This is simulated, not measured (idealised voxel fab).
voxel capacitor over wiring: a process module
Section shown: cut. Width: 255 nm. Cell size: 5 nm, square.
Reading order for cross-sections: top band down to bottom band. Underlying form: a grid of square cells. Band size: one or more rows of cells. Quick guide to a band line: top height, bottom height (nm) up front; then every material left to right with its width in nm. Only one material and it's marked "throughout"? Then it fills the band edge to edge. And "empty" just means empty space. Heights are measured from 0, the level below which the as-received wafer is all one material; the lowest band has no bottom and continues downward, written as in "0 down". Per-row width for "30 to 40": begins at first number (top row of band), ends at second number (bottom row), increment between rows held constant. "no change" -> step changed no cross-section cell. Listed in "Voids, sealed": every empty space of 8 or more cells without an open way to the top. Form: width x height at distance, the distance being from the left edge, all in nm. That trailing text on a step's line, after the settings, is the simulator's own remark on the step. For masked steps, "overlay nm" on the step line gives how far right of plan the mask actually lay; a minus sign means it lay to the left.
[This section lists the process steps that were planned]
- 1: RECEIVE (material Si)
- 2: CONFORMAL_DEP (material SiO2; thk nm 15)
- 3: CONFORMAL_DEP (material SiN; thk nm 5)
- 4: DIRECTIONAL_DEP (material lowk; thk nm 25)
- 5: DIRECTIONAL_DEP (material aC; thk nm 10)
- 6: PATTERN (tone open; mask id METAL_1; material resist; width nm 25; pitch nm 95; thk nm 25; overlay nm 0)
- 7: DIRECTIONAL_ETCH (etch materials aC; depth nm 10)
- 8: STRIP (etch materials resist)
- 9: DIRECTIONAL_ETCH (etch materials lowk; depth nm 25)
- 10: DIRECTIONAL_ETCH (etch materials SiN; depth nm 5)
- 11: STRIP (etch materials aC)
- 12: CONFORMAL_DEP (material TiN; thk nm 5)
- 13: FILL_DEP (material Cu; thk nm 10)
- 14: CMP (height nm 45)
- 15: CONFORMAL_DEP (material SiCN; thk nm 5)
- 16: DIRECTIONAL_DEP (material SiO2; thk nm 10)
- 17: PATTERN (tone open; mask id PLUG_1; material resist; width nm 15; thk nm 15; overlay nm 0)
- 18: DIRECTIONAL_ETCH (etch materials SiO2; depth nm 10)
- 19: DIRECTIONAL_ETCH (etch materials SiCN; depth nm 5)
- 20: STRIP (etch materials resist)
- 21: CONFORMAL_DEP (material TiN; thk nm 5)
- 22: FILL_DEP (material W; thk nm 10)
- 23: CMP (height nm 60)
- 24: DIRECTIONAL_DEP (material TiN; thk nm 10)
- 25: DIRECTIONAL_DEP (material SiN; thk nm 5)
- 26: DIRECTIONAL_DEP (material TiN; thk nm 10)
- 27: DIRECTIONAL_DEP (material aC; thk nm 10)
- 28: PATTERN (tone cover; mask id UPPER_PLATE; material resist; width nm 75; thk nm 25; overlay nm 0)
- 29: DIRECTIONAL_ETCH (etch materials aC; depth nm 10)
- 30: STRIP (etch materials resist)
- 31: DIRECTIONAL_ETCH (etch materials TiN; depth nm 10)
- 32: DIRECTIONAL_ETCH (etch materials SiN; depth nm 5)
- 33: STRIP (etch materials aC)
- 34: DIRECTIONAL_DEP (material aC; thk nm 15)
- 35: PATTERN (tone cover; mask id LOWER_PLATE; material resist; width nm 85; thk nm 30; overlay nm 0)
- 36: DIRECTIONAL_ETCH (etch materials aC; depth nm 15)
- 37: STRIP (etch materials resist)
- 38: DIRECTIONAL_ETCH (etch materials TiN; depth nm 10)
- 39: STRIP (etch materials aC)
- 40: FILL_DEP (material SiO2; thk nm 15)
- 41: CMP (height nm 95)
- 42: DIRECTIONAL_DEP (material aC; thk nm 10)
- 43: PATTERN (tone open; mask id PLUG_2; material resist; width nm 15; thk nm 25; overlay nm 0)
- 44: DIRECTIONAL_ETCH (etch materials aC; depth nm 10)
- 45: STRIP (etch materials resist)
- 46: DIRECTIONAL_ETCH (etch materials SiO2; depth nm 10)
- 47: STRIP (etch materials aC)
- 48: CONFORMAL_DEP (material TiN; thk nm 5)
- 49: FILL_DEP (material Cu; thk nm 5)
- 50: CMP (height nm 95)
- 51: CONFORMAL_DEP (material SiN; thk nm 5)
[Cross-sectional view of the wafer in its as-received condition, corresponding to the state after step 1]
- 0 down: Si throughout
- Voids, sealed: none
[Cross-sectional view of the first of the two wafers upon completion of the module, processed in accordance with the plan]
- 100 to 95: SiN throughout
- 95 to 90: SiO2 85, TiN 5, Cu 5, TiN 5, SiO2 155
- 90 to 85: SiO2 85, TiN 15, SiO2 155
- 85 to 75: SiO2 75, TiN 75, SiO2 105
- 75 to 70: SiO2 75, SiN 75, SiO2 105
- 70 to 60: SiO2 70, TiN 85, SiO2 100
- 60 to 50: SiO2 75, TiN 5, W 5, TiN 5, SiO2 165
- 50 to 45: SiCN 75, TiN 15, SiCN 165
- 45 to 20: lowk 65, TiN 5, Cu 15, TiN 5, lowk 70, TiN 5, Cu 15, TiN 5, lowk 70
- 20 to 15: SiN 65, TiN 25, SiN 70, TiN 25, SiN 70
- 15 to 0: SiO2 throughout
- 0 down: Si throughout
- Voids, sealed: none
[Cross-sectional view of the second of two wafers upon completion of the module. This wafer shared its starting condition and process plan with the first; one error was made during its execution]
- 100 to 95: SiN throughout
- 95 to 90: SiO2 85, TiN 5, Cu 5, TiN 5, SiO2 155
- 90 to 85: SiO2 85, TiN 15, SiO2 155
- 85 to 75: SiO2 75, TiN 75, SiO2 105
- 75 to 70: SiO2 75, SiN 75, SiO2 105
- 70 to 60: SiO2 70, TiN 85, SiO2 100
- 60 to 55: TiN 80, W 5, TiN 170
- 55 to 50: SiO2 75, TiN 5, W 5, TiN 5, SiO2 165
- 50 to 45: SiCN 75, TiN 15, SiCN 165
- 45 to 20: lowk 65, TiN 5, Cu 15, TiN 5, lowk 70, TiN 5, Cu 15, TiN 5, lowk 70
- 20 to 15: SiN 65, TiN 25, SiN 70, TiN 25, SiN 70
- 15 to 0: SiO2 throughout
- 0 down: Si throughout
- Voids, sealed: none
Processing error: the process deviated at step 16: the operation and settings actually run there were DIRECTIONAL_DEP (material SiO2; thk nm 5)
Materials where the second wafer ends with more or fewer cells than the first: SiO2 -48; TiN +48
